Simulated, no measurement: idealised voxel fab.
This section sets out a process module, namely voxel lift off.
In the cross-section labelled cut, the width is 205 nm and each square cell is 5 nm.
Each cross-section below is a grid of square cells, stated as bands in top-down order, with one or more rows of cells making up each band.
First you get the band's top height and its bottom height, in nm, and then the materials it's made of, left to right, with each width in nm. If you see a single material with "all across", that one covers the band edge to edge. "blank" is empty space.
Convention: height 0 is the level below which the wafer, as received, is all one material. The lowest band does not terminate at the bottom but continues downward, represented as "0 and below".
Quick explanation for "30 to 40": the width changes in equal steps down the rows of cells, from the first number in the band's top row to the second number in its bottom row.
What does "identical to before" mean for a step? It means no cell of the cross-section changed in that step.
The list in "Enclosed void inventory" covers empty spaces of 8 cells or more that cannot reach the top through any open way, and it gives each as width x height at distance; the distance is from the left edge, and width, height and distance are in nm.
Where a step's line continues beyond its settings, the continuation is a remark by the simulator itself on that step.
The optional step-line setting "overlay nm" applies to steps with a mask and quantifies how far to the right of its planned location the mask lay, a negative value indicating leftward placement.

[These are the steps we planned for the process]
1 RECEIVE with material Si
2 CONFORMAL_DEP with material Al2O3, thk nm 15
3 PATTERN with tone open, mask id LINES, material resist, width nm 30, pitch nm 55, thk nm 25, overlay nm 0
4 DIRECTIONAL_DEP with material Ru, thk nm 10
5 STRIP with etch materials resist
6 CONFORMAL_DEP with material SiN, thk nm 5

[Incoming wafer, cross-sectional view, post step 1]
	0 and below = Si all across
	Enclosed void inventory: none

[Cross-section: first of two wafers, module finished, run according to plan]
	30 down to 25 = 55 of blank | 40 of SiN | 15 of blank | 40 of SiN | 55 of blank
	25 down to 20 = 55 of blank | 5 of SiN | 30 of Ru | 5 of SiN | 15 of blank | 5 of SiN | 30 of Ru | 5 of SiN | 55 of blank
	20 down to 15 = 60 of SiN | 30 of Ru | 25 of SiN | 30 of Ru | 60 of SiN
	15 down to 0 = Al2O3 all across
	0 and below = Si all across
	Enclosed void inventory: none

[Wafer two cross-section, module end. Start and plan unchanged from wafer one; one mistake made during the run]
	30 down to 25 = 50 of blank | 40 of SiN | 15 of blank | 40 of SiN | 60 of blank
	25 down to 20 = 50 of blank | 5 of SiN | 30 of Ru | 5 of SiN | 15 of blank | 5 of SiN | 30 of Ru | 5 of SiN | 60 of blank
	20 down to 15 = 55 of SiN | 30 of Ru | 25 of SiN | 30 of Ru | 65 of SiN
	15 down to 0 = Al2O3 all across
	0 and below = Si all across
	Enclosed void inventory: none
Want to know what went wrong? so step 3 ended up running with a different setting than we planned, it ran as PATTERN with tone open, mask id LINES, material resist, width nm 30, pitch nm 55, thk nm 25, overlay nm -5
Heads up: at the end the two wafers have identical cell counts per material, they're just laid out differently.
